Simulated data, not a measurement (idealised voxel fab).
process module | voxel gate over fins
cross-section cut | 210 nm wide | cells 5 nm
A cross-section is a grid of square cells, given in bands from the top down. A band is one or more rows of cells.
Each band's line starts with the height of the band's top and of its bottom, in nm. Then come its materials from left to right, each with its width in nm. One material with "throughout" fills the band from edge to edge. "air" is empty space.
Height 0 is the level under which the wafer as received is all one material. The lowest band goes on downwards, as in "0 down".
A width such as "30 to 40" changes by the same amount from each row of cells to the next, from the band's top row to its bottom row.
"no change" after a step means that no cell of the cross-section changed.
closed voids: empty space of 8 cells or more with no open way to the top, each as width x height at its distance from the left edge, in nm
after a step's settings: what the simulator itself notes on the step
overlay nm, on a step with a mask: how far to the right of its planned place the mask lay; to the left if negative
Each pair below shows a cross-section before one step and the cross-section after it, down to the lowest band that changed. The line under each pair gives the step between them, with its settings. The pairs can come from different runs of this module on the same starting wafer, so a pair continues from the pair above only where its "before" says so.
before
  25 to 10: aC throughout
  10 to 0: SiN throughout
  0 down: Si throughout
  closed voids: none
after
  55 to 25: air 45 | resist 20 | air 30 | resist 20 | air 30 | resist 20 | air 45
  below 25: unchanged
  closed voids: none
the step between: op PATTERN | tone cover | mask id FINS | material resist | width nm 20 | pitch nm 50 | thk nm 30 | overlay nm 0
before: the cross-section after the pair above
after
  40 to 25: air 45 | resist 20 | air 30 | resist 20 | air 30 | resist 20 | air 45
  25 to 10: air 45 | aC 20 | air 30 | aC 20 | air 30 | aC 20 | air 45
  below 10: unchanged
  closed voids: none
the step between: op DIRECTIONAL_ETCH | etch materials aC | depth nm 15
before: the cross-section after the pair above
after
  25 to 10: air 45 | aC 20 | air 30 | aC 20 | air 30 | aC 20 | air 45
  below 10: unchanged
  closed voids: none
the step between: op STRIP | etch materials resist
before: the cross-section after the pair above
after
  25 to 10: air 45 | aC 20 | air 30 | aC 20 | air 30 | aC 20 | air 45
  10 to 0: air 45 | SiN 20 | air 30 | SiN 20 | air 30 | SiN 20 | air 45
  below 0: unchanged
  closed voids: none
the step between: op DIRECTIONAL_ETCH | etch materials SiN | depth nm 10
before: the cross-section after the pair above
after
  25 to 10: air 45 | aC 20 | air 30 | aC 20 | air 30 | aC 20 | air 45
  10 to 0: air 45 | SiN 20 | air 30 | SiN 20 | air 30 | SiN 20 | air 45
  0 to -35: air 45 | Si 20 | air 30 | Si 20 | air 30 | Si 20 | air 45
  below -35: unchanged
  closed voids: none
the step between: op DIRECTIONAL_ETCH | etch materials Si | depth nm 35
before: the cross-section after the pair above
after
  10 to 0: air 45 | SiN 20 | air 30 | SiN 20 | air 30 | SiN 20 | air 45
  below 0: unchanged
  closed voids: none
the step between: op STRIP | etch materials aC
before: the cross-section after the pair above
after
  20 to 10: SiO2 throughout
  10 to 0: SiO2 45 | SiN 20 | SiO2 30 | SiN 20 | SiO2 30 | SiN 20 | SiO2 45
  0 to -35: SiO2 45 | Si 20 | SiO2 30 | Si 20 | SiO2 30 | Si 20 | SiO2 45
  below -35: unchanged
  closed voids: none
the step between: op FILL_DEP | material SiO2 | thk nm 10
before: the cross-section after the pair above
after
  10 to 0: SiO2 45 | SiN 20 | SiO2 30 | SiN 20 | SiO2 30 | SiN 20 | SiO2 45
  below 0: unchanged
  closed voids: none
the step between: op CMP | height nm 10
before: the cross-section after the pair above
after
  10 to 0: SiO2 45 | SiN 20 | SiO2 5 | air 15 | SiO2 10 | SiN 20 | SiO2 30 | SiN 20 | SiO2 45
  0 to -30: SiO2 45 | Si 20 | SiO2 5 | air 15 | SiO2 10 | Si 20 | SiO2 30 | Si 20 | SiO2 45
  below -30: unchanged
  closed voids: none
the step between: op MASKED_ETCH | tone open | mask id RAIL | width nm 15 | etch materials SiO2 | depth nm 40 | overlay nm 0
before: the cross-section after the pair above
after
  15 to 10: TiN 75 | air 5 | TiN 130
  10 to 0: SiO2 45 | SiN 20 | SiO2 5 | TiN 5 | air 5 | TiN 5 | SiO2 10 | SiN 20 | SiO2 30 | SiN 20 | SiO2 45
  0 to -25: SiO2 45 | Si 20 | SiO2 5 | TiN 5 | air 5 | TiN 5 | SiO2 10 | Si 20 | SiO2 30 | Si 20 | SiO2 45
  -25 to -30: SiO2 45 | Si 20 | SiO2 5 | TiN 15 | SiO2 10 | Si 20 | SiO2 30 | Si 20 | SiO2 45
  below -30: unchanged
  closed voids: none
the step between: op CONFORMAL_DEP | material TiN | thk nm 5
before: the cross-section after the pair above
after
  20 to 15: W throughout
  15 to 10: TiN 75 | W 5 | TiN 130
  10 to 0: SiO2 45 | SiN 20 | SiO2 5 | TiN 5 | W 5 | TiN 5 | SiO2 10 | SiN 20 | SiO2 30 | SiN 20 | SiO2 45
  0 to -25: SiO2 45 | Si 20 | SiO2 5 | TiN 5 | W 5 | TiN 5 | SiO2 10 | Si 20 | SiO2 30 | Si 20 | SiO2 45
  below -25: unchanged
  closed voids: none
the step between: op FILL_DEP | material W | thk nm 5
before: the cross-section after the pair above
after
  10 to 0: SiO2 45 | SiN 20 | SiO2 5 | TiN 5 | W 5 | TiN 5 | SiO2 10 | SiN 20 | SiO2 30 | SiN 20 | SiO2 45
  below 0: unchanged
  closed voids: none
the step between: op CMP | height nm 10
before: the cross-section after the pair above
after
  10 to 0: SiO2 45 | SiN 20 | SiO2 5 | air 15 | SiO2 10 | SiN 20 | SiO2 30 | SiN 20 | SiO2 45
  0 to -15: SiO2 45 | Si 20 | SiO2 5 | air 15 | SiO2 10 | Si 20 | SiO2 30 | Si 20 | SiO2 45
  below -15: unchanged
  closed voids: none
the step between: op SELECTIVE_ETCH | etch materials W Ru TiN | depth nm 25
before: the cross-section after the pair above
after
  15 to 10: SiO2 throughout
  10 to 0: SiO2 45 | SiN 20 | SiO2 30 | SiN 20 | SiO2 30 | SiN 20 | SiO2 45
  0 to -15: SiO2 45 | Si 20 | SiO2 30 | Si 20 | SiO2 30 | Si 20 | SiO2 45
  below -15: unchanged
  closed voids: none
the step between: op FILL_DEP | material SiO2 | thk nm 5
before: the cross-section after the pair above
after
  10 to 0: SiO2 45 | SiN 20 | SiO2 30 | SiN 20 | SiO2 30 | SiN 20 | SiO2 45
  below 0: unchanged
  closed voids: none
the step between: op CMP | height nm 10
before: the cross-section after the pair above
after
  10 to 0: air 45 | SiN 20 | air 30 | SiN 20 | air 30 | SiN 20 | air 45
  0 to -10: air 45 | Si 20 | air 30 | Si 20 | air 30 | Si 20 | air 45
  below -10: unchanged
  closed voids: none
the step between: op SELECTIVE_ETCH | etch materials SiO2 | depth nm 20
before: the cross-section after the pair above
after
  0 to -10: air 45 | Si 20 | air 30 | Si 20 | air 30 | Si 20 | air 45
  below -10: unchanged
  closed voids: none
the step between: op STRIP | etch materials SiN
before: the cross-section after the pair above
after
  5 to 0: air 40 | HfO2 30 | air 20 | HfO2 30 | air 20 | HfO2 30 | air 40
  0 to -5: air 40 | HfO2 5 | Si 20 | HfO2 5 | air 20 | HfO2 5 | Si 20 | HfO2 5 | air 20 | HfO2 5 | Si 20 | HfO2 5 | air 40
  -5 to -10: HfO2 45 | Si 20 | HfO2 30 | Si 20 | HfO2 30 | Si 20 | HfO2 45
  below -10: unchanged
  closed voids: none
the step between: op CONFORMAL_DEP | material HfO2 | thk nm 5
before: the cross-section after the pair above
after
  10 to 5: air 35 | TiN 40 | air 10 | TiN 40 | air 10 | TiN 40 | air 35
  5 to 0: air 35 | TiN 5 | HfO2 30 | TiN 5 | air 10 | TiN 5 | HfO2 30 | TiN 5 | air 10 | TiN 5 | HfO2 30 | TiN 5 | air 35
  0 to -5: TiN 40 | HfO2 5 | Si 20 | HfO2 5 | TiN 20 | HfO2 5 | Si 20 | HfO2 5 | TiN 20 | HfO2 5 | Si 20 | HfO2 5 | TiN 40
  below -5: unchanged
  closed voids: none
the step between: op CONFORMAL_DEP | material TiN | thk nm 5
before: the cross-section after the pair above
after
  15 to 10: air 30 | TiAl 150 | air 30
  10 to 5: air 30 | TiAl 5 | TiN 40 | TiAl 10 | TiN 40 | TiAl 10 | TiN 40 | TiAl 5 | air 30
  5 to 0: TiAl 35 | TiN 5 | HfO2 30 | TiN 5 | TiAl 10 | TiN 5 | HfO2 30 | TiN 5 | TiAl 10 | TiN 5 | HfO2 30 | TiN 5 | TiAl 35
  below 0: unchanged
  closed voids: none
the step between: op CONFORMAL_DEP | material TiAl | thk nm 5
before: the cross-section after the pair above
after
  20 to 15: air 25 | TiN 160 | air 25
  15 to 10: air 25 | TiN 5 | TiAl 150 | TiN 5 | air 25
  10 to 5: TiN 30 | TiAl 5 | TiN 40 | TiAl 10 | TiN 40 | TiAl 10 | TiN 40 | TiAl 5 | TiN 30
  below 5: unchanged
  closed voids: none
the step between: op CONFORMAL_DEP | material TiN | thk nm 5
before: the cross-section after the pair above
after
  35 to 20: W throughout
  20 to 15: W 25 | TiN 160 | W 25
  15 to 10: W 25 | TiN 5 | TiAl 150 | TiN 5 | W 25
  below 10: unchanged
  closed voids: none
the step between: op FILL_DEP | material W | thk nm 15
before: the cross-section after the pair above
after
  30 to 20: W throughout
  below 20: unchanged
  closed voids: none
the step between: op CMP | height nm 30
before: the cross-section after the pair above
after
  35 to 30: SiN throughout
  below 30: unchanged
  closed voids: none
the step between: op CONFORMAL_DEP | material SiN | thk nm 5
before
  10 to 0: SiO2 45 | SiN 15 | SiO2 35 | SiN 15 | SiO2 35 | SiN 15 | SiO2 50
  0 to -35: SiO2 45 | Si 15 | SiO2 35 | Si 15 | SiO2 35 | Si 15 | SiO2 50
  -35 down: Si throughout
  closed voids: none
after
  10 to 0: SiO2 45 | SiN 15 | SiO2 20 | air 15 | SiN 15 | SiO2 35 | SiN 15 | SiO2 50
  0 to -30: SiO2 45 | Si 15 | SiO2 20 | air 15 | Si 15 | SiO2 35 | Si 15 | SiO2 50
  below -30: unchanged
  closed voids: none
the step between: op MASKED_ETCH | tone open | mask id RAIL | width nm 15 | etch materials SiO2 | depth nm 40 | overlay nm 10
before: the cross-section after the pair above
after
  15 to 10: TiN 85 | air 5 | TiN 120
  10 to 0: SiO2 45 | SiN 15 | SiO2 20 | TiN 5 | air 5 | TiN 5 | SiN 15 | SiO2 35 | SiN 15 | SiO2 50
  0 to -25: SiO2 45 | Si 15 | SiO2 20 | TiN 5 | air 5 | TiN 5 | Si 15 | SiO2 35 | Si 15 | SiO2 50
  -25 to -30: SiO2 45 | Si 15 | SiO2 20 | TiN 15 | Si 15 | SiO2 35 | Si 15 | SiO2 50
  below -30: unchanged
  closed voids: none
the step between: op CONFORMAL_DEP | material TiN | thk nm 5
before: the cross-section after the pair above
after
  20 to 15: W throughout
  15 to 10: TiN 85 | W 5 | TiN 120
  10 to 0: SiO2 45 | SiN 15 | SiO2 20 | TiN 5 | W 5 | TiN 5 | SiN 15 | SiO2 35 | SiN 15 | SiO2 50
  0 to -25: SiO2 45 | Si 15 | SiO2 20 | TiN 5 | W 5 | TiN 5 | Si 15 | SiO2 35 | Si 15 | SiO2 50
  below -25: unchanged
  closed voids: none
the step between: op FILL_DEP | material W | thk nm 5
before: the cross-section after the pair above
after
  10 to 0: SiO2 45 | SiN 15 | SiO2 20 | TiN 5 | W 5 | TiN 5 | SiN 15 | SiO2 35 | SiN 15 | SiO2 50
  below 0: unchanged
  closed voids: none
the step between: op CMP | height nm 10
before: the cross-section after the pair above
after
  10 to 0: SiO2 45 | SiN 15 | SiO2 20 | air 15 | SiN 15 | SiO2 35 | SiN 15 | SiO2 50
  0 to -15: SiO2 45 | Si 15 | SiO2 20 | air 15 | Si 15 | SiO2 35 | Si 15 | SiO2 50
  below -15: unchanged
  closed voids: none
the step between: op SELECTIVE_ETCH | etch materials W Ru TiN | depth nm 25
before: the cross-section after the pair above
after
  15 to 10: SiO2 throughout
  10 to 0: SiO2 45 | SiN 15 | SiO2 35 | SiN 15 | SiO2 35 | SiN 15 | SiO2 50
  0 to -15: SiO2 45 | Si 15 | SiO2 35 | Si 15 | SiO2 35 | Si 15 | SiO2 50
  below -15: unchanged
  closed voids: none
the step between: op FILL_DEP | material SiO2 | thk nm 5
before: the cross-section after the pair above
after
  10 to 0: SiO2 45 | SiN 15 | SiO2 35 | SiN 15 | SiO2 35 | SiN 15 | SiO2 50
  below 0: unchanged
  closed voids: none
the step between: op CMP | height nm 10
before: the cross-section after the pair above
after
  10 to 0: air 45 | SiN 15 | air 35 | SiN 15 | air 35 | SiN 15 | air 50
  0 to -10: air 45 | Si 15 | air 35 | Si 15 | air 35 | Si 15 | air 50
  below -10: unchanged
  closed voids: none
the step between: op SELECTIVE_ETCH | etch materials SiO2 | depth nm 20
before: the cross-section after the pair above
after
  0 to -10: air 45 | Si 15 | air 35 | Si 15 | air 35 | Si 15 | air 50
  below -10: unchanged
  closed voids: none
the step between: op STRIP | etch materials SiN
before: the cross-section after the pair above
after
  5 to 0: air 40 | HfO2 25 | air 25 | HfO2 25 | air 25 | HfO2 25 | air 45
  0 to -5: air 40 | HfO2 5 | Si 15 | HfO2 5 | air 25 | HfO2 5 | Si 15 | HfO2 5 | air 25 | HfO2 5 | Si 15 | HfO2 5 | air 45
  -5 to -10: HfO2 45 | Si 15 | HfO2 35 | Si 15 | HfO2 35 | Si 15 | HfO2 50
  below -10: unchanged
  closed voids: none
the step between: op CONFORMAL_DEP | material HfO2 | thk nm 5
before: the cross-section after the pair above
after
  10 to 5: air 35 | TiN 35 | air 15 | TiN 35 | air 15 | TiN 35 | air 40
  5 to 0: air 35 | TiN 5 | HfO2 25 | TiN 5 | air 15 | TiN 5 | HfO2 25 | TiN 5 | air 15 | TiN 5 | HfO2 25 | TiN 5 | air 40
  0 to -5: TiN 40 | HfO2 5 | Si 15 | HfO2 5 | TiN 25 | HfO2 5 | Si 15 | HfO2 5 | TiN 25 | HfO2 5 | Si 15 | HfO2 5 | TiN 45
  below -5: unchanged
  closed voids: none
the step between: op CONFORMAL_DEP | material TiN | thk nm 5
before: the cross-section after the pair above
after
  15 to 10: air 30 | TiAl 45 | air 5 | TiAl 45 | air 5 | TiAl 45 | air 35
  10 to 5: air 30 | TiAl 5 | TiN 35 | TiAl 5 | air 5 | TiAl 5 | TiN 35 | TiAl 5 | air 5 | TiAl 5 | TiN 35 | TiAl 5 | air 35
  5 to 0: TiAl 35 | TiN 5 | HfO2 25 | TiN 5 | TiAl 15 | TiN 5 | HfO2 25 | TiN 5 | TiAl 15 | TiN 5 | HfO2 25 | TiN 5 | TiAl 40
  below 0: unchanged
  closed voids: none
the step between: op CONFORMAL_DEP | material TiAl | thk nm 5
before: the cross-section after the pair above
after
  20 to 15: air 25 | TiN 155 | air 30
  15 to 10: air 25 | TiN 5 | TiAl 45 | TiN 5 | TiAl 45 | TiN 5 | TiAl 45 | TiN 5 | air 30
  10 to 5: TiN 30 | TiAl 5 | TiN 35 | TiAl 5 | TiN 5 | TiAl 5 | TiN 35 | TiAl 5 | TiN 5 | TiAl 5 | TiN 35 | TiAl 5 | TiN 35
  below 5: unchanged
  closed voids: none
the step between: op CONFORMAL_DEP | material TiN | thk nm 5
before: the cross-section after the pair above
after
  35 to 20: W throughout
  20 to 15: W 25 | TiN 155 | W 30
  15 to 10: W 25 | TiN 5 | TiAl 45 | TiN 5 | TiAl 45 | TiN 5 | TiAl 45 | TiN 5 | W 30
  below 10: unchanged
  closed voids: none
the step between: op FILL_DEP | material W | thk nm 15
before: the cross-section after the pair above
after
  30 to 20: W throughout
  below 20: unchanged
  closed voids: none
the step between: op CMP | height nm 30
before: the cross-section after the pair above
after
  35 to 30: SiN throughout
  below 30: unchanged
  closed voids: none
the step between: op CONFORMAL_DEP | material SiN | thk nm 5
before
  0 down: Si throughout
  closed voids: none
after
  10 to 0: HfO2 throughout
  below 0: unchanged
  closed voids: none
the step between: op CONFORMAL_DEP | material HfO2 | thk nm 10
before: the cross-section after the pair above
after
  25 to 10: aC throughout
  below 10: unchanged
  closed voids: none
the step between: op DIRECTIONAL_DEP | material aC | thk nm 15
before: the cross-section after the pair above
after
  55 to 25: air 45 | resist 15 | air 35 | resist 15 | air 35 | resist 15 | air 50
  below 25: unchanged
  closed voids: none
the step between: op PATTERN | tone cover | mask id FINS | material resist | width nm 15 | pitch nm 50 | thk nm 30 | overlay nm 0
before: the cross-section after the pair above
after
  40 to 25: air 45 | resist 15 | air 35 | resist 15 | air 35 | resist 15 | air 50
  25 to 10: air 45 | aC 15 | air 35 | aC 15 | air 35 | aC 15 | air 50
  below 10: unchanged
  closed voids: none
the step between: op DIRECTIONAL_ETCH | etch materials aC | depth nm 15
before: the cross-section after the pair above
after
  25 to 10: air 45 | aC 15 | air 35 | aC 15 | air 35 | aC 15 | air 50
  below 10: unchanged
  closed voids: none
the step between: op STRIP | etch materials resist
before: the cross-section after the pair above
after
  10 to 0: HfO2 throughout
  below 0: unchanged
  closed voids: none
the step between: op STRIP | etch materials aC
before: the cross-section after the pair above
after
  20 to 10: SiO2 throughout
  below 10: unchanged
  closed voids: none
the step between: op FILL_DEP | material SiO2 | thk nm 10
before: the cross-section after the pair above
after
  10 to 0: HfO2 throughout
  below 0: unchanged
  closed voids: none
the step between: op CMP | height nm 10
before: the cross-section after the pair above
after
  15 to 10: TiN throughout
  below 10: unchanged
  closed voids: none
the step between: op CONFORMAL_DEP | material TiN | thk nm 5
before: the cross-section after the pair above
after
  20 to 15: W throughout
  below 15: unchanged
  closed voids: none
the step between: op FILL_DEP | material W | thk nm 5
before: the cross-section after the pair above
after
  10 to 0: HfO2 throughout
  below 0: unchanged
  closed voids: none
the step between: op CMP | height nm 10
before: the cross-section after the pair above
after
  15 to 10: SiO2 throughout
  below 10: unchanged
  closed voids: none
the step between: op FILL_DEP | material SiO2 | thk nm 5
before: the cross-section after the pair above
after
  10 to 0: HfO2 throughout
  below 0: unchanged
  closed voids: none
the step between: op CMP | height nm 10
before: the cross-section after the pair above
after
  15 to 0: HfO2 throughout
  below 0: unchanged
  closed voids: none
the step between: op CONFORMAL_DEP | material HfO2 | thk nm 5
before: the cross-section after the pair above
after
  20 to 15: TiN throughout
  below 15: unchanged
  closed voids: none
the step between: op CONFORMAL_DEP | material TiN | thk nm 5
before: the cross-section after the pair above
after
  25 to 20: TiAl throughout
  below 20: unchanged
  closed voids: none
the step between: op CONFORMAL_DEP | material TiAl | thk nm 5
before: the cross-section after the pair above
after
  30 to 25: TiN throughout
  below 25: unchanged
  closed voids: none
the step between: op CONFORMAL_DEP | material TiN | thk nm 5
before: the cross-section after the pair above
after
  45 to 30: W throughout
  below 30: unchanged
  closed voids: none
the step between: op FILL_DEP | material W | thk nm 15
before: the cross-section after the pair above
after
  30 to 25: TiN throughout
  below 25: unchanged
  closed voids: none
the step between: op CMP | height nm 30
before: the cross-section after the pair above
after
  35 to 30: SiN throughout
  below 30: unchanged
  closed voids: none
the step between: op CONFORMAL_DEP | material SiN | thk nm 5
before
  25 to 10: aC throughout
  10 to 0: SiN throughout
  0 down: Si throughout
  closed voids: none
after
  55 to 25: resist 45 | air 15 | resist 35 | air 15 | resist 35 | air 15 | resist 50
  below 25: unchanged
  closed voids: none
the step between: op PATTERN | tone open | mask id FINS | material resist | width nm 15 | pitch nm 50 | thk nm 30 | overlay nm 0
before: the cross-section after the pair above
after
  40 to 25: resist 45 | air 15 | resist 35 | air 15 | resist 35 | air 15 | resist 50
  25 to 10: aC 45 | air 15 | aC 35 | air 15 | aC 35 | air 15 | aC 50
  below 10: unchanged
  closed voids: none
the step between: op DIRECTIONAL_ETCH | etch materials aC | depth nm 15
before: the cross-section after the pair above
after
  25 to 10: aC 45 | air 15 | aC 35 | air 15 | aC 35 | air 15 | aC 50
  below 10: unchanged
  closed voids: none
the step between: op STRIP | etch materials resist
before: the cross-section after the pair above
after
  25 to 10: aC 45 | air 15 | aC 35 | air 15 | aC 35 | air 15 | aC 50
  10 to 0: SiN 45 | air 15 | SiN 35 | air 15 | SiN 35 | air 15 | SiN 50
  below 0: unchanged
  closed voids: none
the step between: op DIRECTIONAL_ETCH | etch materials SiN | depth nm 10
before: the cross-section after the pair above
after
  25 to 10: aC 45 | air 15 | aC 35 | air 15 | aC 35 | air 15 | aC 50
  10 to 0: SiN 45 | air 15 | SiN 35 | air 15 | SiN 35 | air 15 | SiN 50
  0 to -35: Si 45 | air 15 | Si 35 | air 15 | Si 35 | air 15 | Si 50
  below -35: unchanged
  closed voids: none
the step between: op DIRECTIONAL_ETCH | etch materials Si | depth nm 35
before: the cross-section after the pair above
after
  10 to 0: SiN 45 | air 15 | SiN 35 | air 15 | SiN 35 | air 15 | SiN 50
  below 0: unchanged
  closed voids: none
the step between: op STRIP | etch materials aC
before: the cross-section after the pair above
after
  20 to 10: SiO2 throughout
  10 to 0: SiN 45 | SiO2 15 | SiN 35 | SiO2 15 | SiN 35 | SiO2 15 | SiN 50
  0 to -35: Si 45 | SiO2 15 | Si 35 | SiO2 15 | Si 35 | SiO2 15 | Si 50
  below -35: unchanged
  closed voids: none
the step between: op FILL_DEP | material SiO2 | thk nm 10
before: the cross-section after the pair above
after
  10 to 0: SiN 45 | SiO2 15 | SiN 35 | SiO2 15 | SiN 35 | SiO2 15 | SiN 50
  below 0: unchanged
  closed voids: none
the step between: op CMP | height nm 10
before: the cross-section after the pair above
after
  15 to 10: TiN throughout
  below 10: unchanged
  closed voids: none
the step between: op CONFORMAL_DEP | material TiN | thk nm 5
before: the cross-section after the pair above
after
  20 to 15: W throughout
  below 15: unchanged
  closed voids: none
the step between: op FILL_DEP | material W | thk nm 5
before: the cross-section after the pair above
after
  10 to 0: SiN 45 | SiO2 15 | SiN 35 | SiO2 15 | SiN 35 | SiO2 15 | SiN 50
  below 0: unchanged
  closed voids: none
the step between: op CMP | height nm 10
before: the cross-section after the pair above
after
  15 to 10: SiO2 throughout
  below 10: unchanged
  closed voids: none
the step between: op FILL_DEP | material SiO2 | thk nm 5
before: the cross-section after the pair above
after
  10 to 0: SiN 45 | SiO2 15 | SiN 35 | SiO2 15 | SiN 35 | SiO2 15 | SiN 50
  below 0: unchanged
  closed voids: none
the step between: op CMP | height nm 10
before: the cross-section after the pair above
after
  10 to 0: SiN 45 | air 15 | SiN 35 | air 15 | SiN 35 | air 15 | SiN 50
  0 to -10: Si 45 | air 15 | Si 35 | air 15 | Si 35 | air 15 | Si 50
  below -10: unchanged
  closed voids: none
the step between: op SELECTIVE_ETCH | etch materials SiO2 | depth nm 20
before: the cross-section after the pair above
after
  0 to -10: Si 45 | air 15 | Si 35 | air 15 | Si 35 | air 15 | Si 50
  below -10: unchanged
  closed voids: none
the step between: op STRIP | etch materials SiN
before: the cross-section after the pair above
after
  5 to 0: HfO2 50 | air 5 | HfO2 45 | air 5 | HfO2 45 | air 5 | HfO2 55
  0 to -5: Si 45 | HfO2 5 | air 5 | HfO2 5 | Si 35 | HfO2 5 | air 5 | HfO2 5 | Si 35 | HfO2 5 | air 5 | HfO2 5 | Si 50
  -5 to -10: Si 45 | HfO2 15 | Si 35 | HfO2 15 | Si 35 | HfO2 15 | Si 50
  below -10: unchanged
  closed voids: none
the step between: op CONFORMAL_DEP | material HfO2 | thk nm 5
before: the cross-section after the pair above
after
  10 to 5: TiN throughout
  5 to 0: HfO2 50 | TiN 5 | HfO2 45 | TiN 5 | HfO2 45 | TiN 5 | HfO2 55
  0 to -5: Si 45 | HfO2 5 | TiN 5 | HfO2 5 | Si 35 | HfO2 5 | TiN 5 | HfO2 5 | Si 35 | HfO2 5 | TiN 5 | HfO2 5 | Si 50
  below -5: unchanged
  closed voids: none
the step between: op CONFORMAL_DEP | material TiN | thk nm 5
before: the cross-section after the pair above
after
  15 to 10: TiAl throughout
  below 10: unchanged
  closed voids: none
the step between: op CONFORMAL_DEP | material TiAl | thk nm 5
before: the cross-section after the pair above
after
  20 to 15: TiN throughout
  below 15: unchanged
  closed voids: none
the step between: op CONFORMAL_DEP | material TiN | thk nm 5
before: the cross-section after the pair above
after
  35 to 20: W throughout
  below 20: unchanged
  closed voids: none
the step between: op FILL_DEP | material W | thk nm 15
before: the cross-section after the pair above
after
  30 to 20: W throughout
  below 20: unchanged
  closed voids: none
the step between: op CMP | height nm 30
before: the cross-section after the pair above
after
  35 to 30: SiN throughout
  below 30: unchanged
  closed voids: none
the step between: op CONFORMAL_DEP | material SiN | thk nm 5
